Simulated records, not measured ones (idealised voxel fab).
You're looking at the process module voxel wiring stack.
Shown is cross-section cut, with a width of 285 nm and square cells of size 5 nm.
Think of the cross-section as a grid of square cells. We describe it in bands, top to bottom, and each band covers one or more rows of those cells.
Heights first: top, then bottom, in nm. Then materials, left to right, each with a width in nm. "edge to edge" on a single material: fills the band edge to edge. "blank": empty space.
Heights are expressed relative to 0, this being the level below which the as-received wafer comprises one material exclusively. The lowest band is unbounded in the downward direction and is denoted as in "0 nm and below".
The width entry "30->40" should be interpreted row by row: the top row of cells in the band takes the first number, the bottom row takes the second number, and the change between adjacent rows is uniform throughout.
"no modifications" for a step: no cell of the cross-section changed in that step.
"Enclosed internal cavities": empty spaces of 8 cells or more with no open way to the top, each given as width x height at distance, distance from the left edge, all in nm.
Past the settings on a step's line: simulator remark, on that step.
Regarding "overlay nm": on a step with a mask, it is the distance the mask lay to the right of its planned place; a negative value places it to the left.
These are the steps we planned for the process
1,RECEIVE (material Si)
2,CONFORMAL_DEP (material SiO2; thk nm 15)
3,CONFORMAL_DEP (material SiCN; thk nm 5)
4,DIRECTIONAL_DEP (material lowk; thk nm 15)
5,DIRECTIONAL_DEP (material aC; thk nm 10)
6,PATTERN (tone open; mask id METAL_1; material resist; width nm 20; pitch nm 50; thk nm 30; overlay nm 0)
7,DIRECTIONAL_ETCH (etch materials aC; depth nm 10)
8,STRIP (etch materials resist)
9,DIRECTIONAL_ETCH (etch materials lowk; depth nm 15)
10,DIRECTIONAL_ETCH (etch materials SiCN; depth nm 5)
11,STRIP (etch materials aC)
12,CONFORMAL_DEP (material TiN; thk nm 5)
13,FILL_DEP (material Cu; thk nm 10)
14,CMP (height nm 35)
15,CONFORMAL_DEP (material SiCN; thk nm 5)
16,DIRECTIONAL_DEP (material lowk; thk nm 30)
17,PATTERN (tone open; mask id METAL_2_HOLES; material resist; width nm 15; pitch nm 50; thk nm 15; overlay nm 0)
18,DIRECTIONAL_ETCH (etch materials lowk; depth nm 30)
19,STRIP (etch materials resist)
20,DIRECTIONAL_DEP (material aC; thk nm 15)
21,PATTERN (tone open; mask id METAL_2; material resist; width nm 20; pitch nm 50; thk nm 35; overlay nm 0)
22,DIRECTIONAL_ETCH (etch materials aC; depth nm 15)
23,STRIP (etch materials resist)
24,DIRECTIONAL_ETCH (etch materials lowk; depth nm 15)
25,DIRECTIONAL_ETCH (etch materials SiCN; depth nm 5)
26,STRIP (etch materials aC)
27,CONFORMAL_DEP (material TiN; thk nm 5)
28,FILL_DEP (material Cu; thk nm 5)
29,CMP (height nm 70)
30,CONFORMAL_DEP (material SiCN; thk nm 5)
Cross-section: wafer on arrival = after step 1
0 nm and below: Si edge to edge
Enclosed internal cavities: none
Cross-section taken at module completion on the first of two wafers; processed per the plan
75 nm to 70 nm: SiCN edge to edge
70 nm to 60 nm: 80 lowk, 5 TiN, 10 Cu, 5 TiN, 30 lowk, 5 TiN, 10 Cu, 5 TiN, 30 lowk, 5 TiN, 10 Cu, 5 TiN, 85 lowk
60 nm to 55 nm: 80 lowk, 5 TiN, 5 Cu, 10 TiN, 30 lowk, 5 TiN, 5 Cu, 10 TiN, 30 lowk, 5 TiN, 5 Cu, 10 TiN, 85 lowk
55 nm to 40 nm: 80 lowk, 5 TiN, 5 Cu, 5 TiN, 35 lowk, 5 TiN, 5 Cu, 5 TiN, 35 lowk, 5 TiN, 5 Cu, 5 TiN, 90 lowk
40 nm to 35 nm: 80 SiCN, 15 TiN, 35 SiCN, 15 TiN, 35 SiCN, 15 TiN, 90 SiCN
35 nm to 20 nm: 80 lowk, 5 TiN, 10 Cu, 5 TiN, 30 lowk, 5 TiN, 10 Cu, 5 TiN, 30 lowk, 5 TiN, 10 Cu, 5 TiN, 85 lowk
20 nm to 15 nm: 80 SiCN, 20 TiN, 30 SiCN, 20 TiN, 30 SiCN, 20 TiN, 85 SiCN
15 nm to 0 nm: SiO2 edge to edge
0 nm and below: Si edge to edge
Enclosed internal cavities: none
Presented here is a cross-section of the second of the two wafers as it stood at the end of the module. It was started in the same manner and assigned the same plan as the first wafer; however, one mistake was made in its execution
75 nm to 70 nm: SiCN edge to edge
70 nm to 60 nm: 80 lowk, 5 TiN, 5 Cu, 5 TiN, 35 lowk, 5 TiN, 5 Cu, 5 TiN, 35 lowk, 5 TiN, 5 Cu, 5 TiN, 90 lowk
60 nm to 55 nm: 80 lowk, 15 TiN, 35 lowk, 15 TiN, 35 lowk, 15 TiN, 90 lowk
55 nm to 40 nm: lowk edge to edge
40 nm to 35 nm: SiCN edge to edge
35 nm to 20 nm: 80 lowk, 5 TiN, 10 Cu, 5 TiN, 30 lowk, 5 TiN, 10 Cu, 5 TiN, 30 lowk, 5 TiN, 10 Cu, 5 TiN, 85 lowk
20 nm to 15 nm: 80 SiCN, 20 TiN, 30 SiCN, 20 TiN, 30 SiCN, 20 TiN, 85 SiCN
15 nm to 0 nm: SiO2 edge to edge
0 nm and below: Si edge to edge
Enclosed internal cavities: none
what went wrong: it should be noted that step 16 of the plan was executed twice
The second wafer ends with more or fewer cells of some materials than the first, per final count: Cu: 18 fewer; SiCN: 9 more; TiN: 27 fewer; lowk: 36 more
